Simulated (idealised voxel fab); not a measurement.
Documented hereafter: the process module known as voxel ribs on slabs.
Shown is cross-section cut, with a width of 180 nm and square cells of size 5 nm.
Cross-section = grid of square cells, listed top down in bands; band = one or more rows.
First you get the band's top height and its bottom height, in nm, and then the materials it's made of, left to right, with each width in nm. If you see a single material with "throughout", that one covers the band edge to edge. "empty" is empty space.
A quick word on heights: they are counted from 0, and under that level the wafer as it came to us is one material throughout. The lowest band is different from the rest in having no bottom; it simply continues downward, written as in "from 0 down".
A two-number width, for instance "30..40", indicates that the width is equal to the first number in the top row of the band and to the second number in the bottom row, and that it changes by a constant amount per row of cells.
Step note "no alteration" = no cross-section cell changed.
"Sealed-off cavities" contains a list of empty spaces, each no smaller than 8 cells and without an open way to the top, written in the form width x height at distance with the distance from the left edge and all three in nm.
What comes after the settings on a step's line is commentary from the simulator itself on that step.
Regarding "overlay nm": on a step with a mask, it is the distance the mask lay to the right of its planned place; a negative value places it to the left.
Here's what the planned process steps look like:
step 1: RECEIVE: material Si
step 2: DIRECTIONAL_DEP: material SiO2, thk nm 25
step 3: DIRECTIONAL_DEP: material polySi, thk nm 15
step 4: MASKED_ETCH: tone cover, mask id RIB, width nm 20, etch materials polySi, depth nm 10, overlay nm 0
step 5: PATTERN: tone cover, mask id SLAB, material resist, width nm 80, thk nm 15, overlay nm 0
step 6: DIRECTIONAL_ETCH: etch materials polySi, depth nm 5
step 7: STRIP: etch materials resist
step 8: FILL_DEP: material SiO2, thk nm 20
step 9: CMP: height nm 50
step 10: DIRECTIONAL_DEP: material W, thk nm 5
step 11: PATTERN: tone cover, mask id HEATER, material resist, width nm 30, thk nm 20, overlay nm 0
step 12: DIRECTIONAL_ETCH: etch materials W, depth nm 5
step 13: STRIP: etch materials resist
step 14: CONFORMAL_DEP: material SiN, thk nm 10
Wafer as received: cross-section following step 1:
* from 0 down | Si throughout
* Sealed-off cavities: none
Cross-section, end of module. Start: as above. Plan: as above. Execution: one mistake:
* from 65 to 60 | empty 65  SiN 50  empty 65
* from 60 to 55 | SiN throughout
* from 55 to 50 | SiN 75  W 30  SiN 75
* from 50 to 45 | SiO2 throughout
* from 45 to 35 | SiO2 80  polySi 20  SiO2 80
* from 35 to 30 | SiO2 50  polySi 80  SiO2 50
* from 30 to 0 | SiO2 throughout
* from 0 down | Si throughout
* Sealed-off cavities: none
Short version of what went wrong: step 2 was not run as planned; what actually ran was DIRECTIONAL_DEP: material SiO2, thk nm 30
